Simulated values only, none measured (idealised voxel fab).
process module | voxel transistor to metal
cross-section cut | 165 nm wide | cells 5 nm
A cross-section is a grid of square cells, given in bands from the top down. A band is one or more rows of cells.
Each band's line starts with the height of the band's top and of its bottom, in nm. Then come its materials from left to right, each with its width in nm. One material with "throughout" fills the band from edge to edge. "air" is empty space.
Height 0 is the level under which the wafer as received is all one material. The lowest band goes on downwards, as in "0 down".
A width such as "30 to 40" changes by the same amount from each row of cells to the next, from the band's top row to its bottom row.
"no change" after a step means that no cell of the cross-section changed.
closed voids: empty space of 8 cells or more with no open way to the top, each as width x height at its distance from the left edge, in nm
after a step's settings: what the simulator itself notes on the step
overlay nm, on a step with a mask: how far to the right of its planned place the mask lay; to the left if negative
plan
1 op RECEIVE | material Si
2 op CONFORMAL_DEP | material SiO2 | thk nm 5
3 op CONFORMAL_DEP | material SiN | thk nm 10
4 op MASKED_ETCH | tone cover | mask id ACTIVE | width nm 105 | etch materials SiN | depth nm 10 | overlay nm 0
5 op MASKED_ETCH | tone cover | mask id ACTIVE | width nm 105 | etch materials SiO2 | depth nm 5 | overlay nm 0
6 op MASKED_ETCH | tone cover | mask id ACTIVE | width nm 105 | etch materials Si | depth nm 30 | overlay nm 0
7 op FILL_DEP | material SiO2 | thk nm 5
8 op CMP | height nm 15
9 op SELECTIVE_ETCH | etch materials SiO2 | depth nm 10
10 op STRIP | etch materials SiN
11 op SELECTIVE_ETCH | etch materials SiO2 | depth nm 5
12 op OXIDIZE | depth nm 5
13 op DIRECTIONAL_DEP | material polySi | thk nm 25
14 op DIRECTIONAL_DEP | material SiCN | thk nm 15
15 op PATTERN | tone cover | mask id GATE | material resist | width nm 15 | thk nm 20 | overlay nm 0
16 op DIRECTIONAL_ETCH | etch materials SiCN | depth nm 25
17 op DIRECTIONAL_ETCH | etch materials polySi | depth nm 35
18 op STRIP | etch materials resist
19 op CONFORMAL_DEP | material SiO2 | thk nm 5
20 op DIRECTIONAL_ETCH | etch materials SiO2 | depth nm 5
21 op CONFORMAL_DEP | material SiN | thk nm 5
22 op DIRECTIONAL_ETCH | etch materials SiN | depth nm 5
23 op DIRECTIONAL_ETCH | etch materials SiO2 | depth nm 5
24 op DIRECTIONAL_ETCH | etch materials Si | depth nm 10
25 op EPI | material pSi | thk nm 15
26 op FILL_DEP | material SiO2 | thk nm 5
27 op CMP | height nm 40
28 op DIRECTIONAL_DEP | material SiO2 | thk nm 10
29 op DIRECTIONAL_DEP | material aC | thk nm 10
30 op PATTERN | tone open | mask id CONTACT | material resist | width nm 30 | pitch nm 55 | thk nm 25 | overlay nm 0
31 op DIRECTIONAL_ETCH | etch materials aC | depth nm 10
32 op STRIP | etch materials resist
33 op DIRECTIONAL_ETCH | etch materials SiO2 | depth nm 50
34 op STRIP | etch materials aC
35 op CONFORMAL_DEP | material TiN | thk nm 5
36 op FILL_DEP | material W | thk nm 10
37 op CMP | height nm 50
38 op DIRECTIONAL_DEP | material TiN | thk nm 5
39 op DIRECTIONAL_DEP | material W | thk nm 20
40 op MASKED_ETCH | tone cover | mask id METAL_1 | width nm 15 | pitch nm 70 | etch materials W | depth nm 20 | overlay nm 0
41 op MASKED_ETCH | tone cover | mask id METAL_1 | width nm 15 | pitch nm 70 | etch materials TiN | depth nm 5 | overlay nm 0
42 op FILL_DEP | material lowk | thk nm 10
43 op CMP | height nm 75
44 op CONFORMAL_DEP | material SiCN | thk nm 5
45 op DIRECTIONAL_DEP | material lowk | thk nm 25
46 op MASKED_ETCH | tone open | mask id METAL_2 | width nm 15 | pitch nm 70 | etch materials lowk | depth nm 15 | overlay nm 0
47 op MASKED_ETCH | tone open | mask id METAL_2_HOLES | width nm 15 | pitch nm 70 | etch materials lowk | depth nm 10 | overlay nm 0
48 op MASKED_ETCH | tone open | mask id METAL_2_HOLES | width nm 15 | pitch nm 70 | etch materials SiCN | depth nm 5 | overlay nm 0
49 op CONFORMAL_DEP | material TiN | thk nm 5
50 op FILL_DEP | material Cu | thk nm 10
51 op CMP | height nm 105
52 op CONFORMAL_DEP | material SiCN | thk nm 5
as received, after step 1
  0 down: Si throughout
  closed voids: none
first wafer at the end, as planned
  110 to 105: SiCN throughout
  105 to 80: lowk 40 | TiN 5 | Cu 5 | TiN 5 | lowk 55 | TiN 5 | Cu 5 | TiN 5 | lowk 40
  80 to 75: SiCN 40 | TiN 15 | SiCN 55 | TiN 15 | SiCN 40
  75 to 55: lowk 40 | W 15 | lowk 55 | W 15 | lowk 40
  55 to 50: lowk 40 | TiN 15 | lowk 55 | TiN 15 | lowk 40
  50 to 40: SiO2 40 | TiN 5 | W 20 to 15 | TiN 5 to 10 | SiO2 25 | TiN 5 to 10 | W 20 to 15 | TiN 5 | SiO2 40
  40 to 25: SiO2 40 | TiN 5 | W 15 | TiN 5 | SiN 5 | SiO2 5 | SiCN 15 | SiO2 5 | SiN 5 | TiN 5 | W 15 | TiN 5 | SiO2 40
  25 to 15: SiO2 40 | TiN 5 | W 15 | TiN 5 | SiN 5 | SiO2 5 | polySi 15 | SiO2 5 | SiN 5 | TiN 5 | W 15 | TiN 5 | SiO2 40
  15 to 10: SiO2 40 | TiN 25 | SiN 5 | SiO2 5 | polySi 15 | SiO2 5 | SiN 5 | TiN 25 | SiO2 40
  10 to 0: SiO2 40 | TiN 10 | pSi 15 | SiN 5 | SiO2 5 | polySi 15 | SiO2 5 | SiN 5 | pSi 15 | TiN 10 | SiO2 40
  0 to -5: SiO2 25 | pSi 40 | SiO2 35 | pSi 40 | SiO2 25
  -5 to -15: SiO2 30 | pSi 35 | Si 35 | pSi 35 | SiO2 30
  -15 to -30: SiO2 30 | Si 105 | SiO2 30
  -30 down: Si throughout
  closed voids: none
second wafer at the end: like start, like plan, one mistake
  110 to 105: SiCN throughout
  105 to 80: lowk 40 | TiN 5 | Cu 5 | TiN 5 | lowk 55 | TiN 5 | Cu 5 | TiN 5 | lowk 40
  80 to 75: SiCN 40 | TiN 15 | SiCN 55 | TiN 15 | SiCN 40
  75 to 55: lowk 40 | W 15 | lowk 55 | W 15 | lowk 40
  55 to 50: lowk 40 | TiN 15 | lowk 55 | TiN 15 | lowk 40
  50 to 40: SiO2 40 | TiN 5 | W 20 to 15 | TiN 5 to 10 | SiO2 25 | TiN 5 to 10 | W 20 to 15 | TiN 5 | SiO2 40
  40 to 25: SiO2 40 | TiN 5 | W 15 | TiN 5 | SiN 5 | SiO2 5 | SiCN 15 | SiO2 5 | SiN 5 | TiN 5 | W 15 | TiN 5 | SiO2 40
  25 to 5: SiO2 40 | TiN 5 | W 15 | TiN 5 | SiN 5 | SiO2 5 | polySi 15 | SiO2 5 | SiN 5 | TiN 5 | W 15 | TiN 5 | SiO2 40
  5 to 0: SiO2 40 | TiN 25 | SiN 5 | SiO2 5 | polySi 15 | SiO2 5 | SiN 5 | TiN 25 | SiO2 40
  0 to -5: SiO2 15 | pSi 50 | SiO2 35 | pSi 50 | SiO2 15
  -5 to -30: SiO2 30 | Si 105 | SiO2 30
  -30 down: Si throughout
  closed voids: none
what went wrong: steps 24 and 25 were swapped
at the end the second wafer has, in cells: 28 more of Si | 4 fewer of SiO2 | 12 more of W | 36 fewer of pSi
